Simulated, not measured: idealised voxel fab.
Process module heading - voxel air gaps
It is cross-section cut that appears here, measuring 275 nm in width, its square cells being 5 nm in size.
This document writes a cross-section as a grid whose cells are square, and gives it as bands, listed from the top down; one or more rows of cells form a band. Each band's line starts with the height of the band's top and of its bottom, in nm. Then come its materials from left to right, each with its width in nm. One material with "full width" fills the band from edge to edge. "blank" is empty space. Height 0 is the level under which the wafer as received is all one material. The lowest band goes on downwards, as in "0 down". A width given as "30 to 40" starts at the first number in the band's top row and ends at the second number in its bottom row, shifting by an equal amount at every step from row to row. Take "nothing changed" at face value: in the step it is given for, the cross-section changed in none of its cells. The label "Closed void entries" introduces a list of the empty spaces, 8 cells or larger, that have no open way up to the top; each entry in it reads width x height at distance, where the distance is taken from the left edge and all three are stated in nm. Whatever follows a step's settings on its line is a remark the simulator itself makes about that step. A step's line can hold "overlay nm"; with a mask on that step, the setting says how far right of the planned place the mask lay, while a negative setting says it lay to the left.
BELOW IS THE LIST OF PLANNED PROCESS STEPS
1: RECEIVE: material Si
2: CONFORMAL_DEP: material SiO2, thk nm 10
3: CONFORMAL_DEP: material SiCN, thk nm 5
4: DIRECTIONAL_DEP: material SiO2, thk nm 35
5: PATTERN: tone open, mask id LINES, material resist, width nm 15, pitch nm 50, thk nm 20, overlay nm 0
6: DIRECTIONAL_ETCH: etch materials SiO2, depth nm 35
7: STRIP: etch materials resist
8: CONFORMAL_DEP: material TiN, thk nm 5
9: FILL_DEP: material Cu, thk nm 10
10: CMP: height nm 50
11: EPI: material Ru, thk nm 10
12: SELECTIVE_ETCH: etch materials SiO2, depth nm 45
13: CONFORMAL_DEP: material SiCN, thk nm 5
Split variable: width nm, step 5. Plan value = first wafer. Wafers start alike.
AS RECEIVED, I.E. AFTER STEP 1: CROSS-SECTION THROUGH THE FIRST OF SEVERAL WAFERS
  0 down  Si full width
  Closed void entries: none
THE ROWS OF THE TABLE BELOW ARE WAFERS. LOOKING AT THE END OF THE MODULE, A ROW COUNTS, FOR EVERY MATERIAL, THE CELLS THE WAFER HAS GAINED, SHOWN AS (+), OR LOST, SHOWN AS (-), SINCE IT WAS RECEIVED; ITS CLOSED VOIDS COME NEXT
width nm 15 | +18 Cu | +42 Ru | +188 SiCN | +110 SiO2 | +45 TiN | Closed void entries: none
width nm 20 | +36 Cu | +48 Ru | +188 SiCN | +110 SiO2 | +48 TiN | Closed void entries: 20 x 25 at 100; 20 x 25 at 150
width nm 25 | +54 Cu | +54 Ru | +180 SiCN | +110 SiO2 | +51 TiN | Closed void entries: 15 x 25 at 105; 15 x 25 at 155
width nm 30 | +72 Cu | +60 Ru | +136 SiCN | +166 SiO2 | +54 TiN | Closed void entries: none
width nm 35 | +90 Cu | +62 Ru | +136 SiCN | +152 SiO2 | +57 TiN | Closed void entries: none
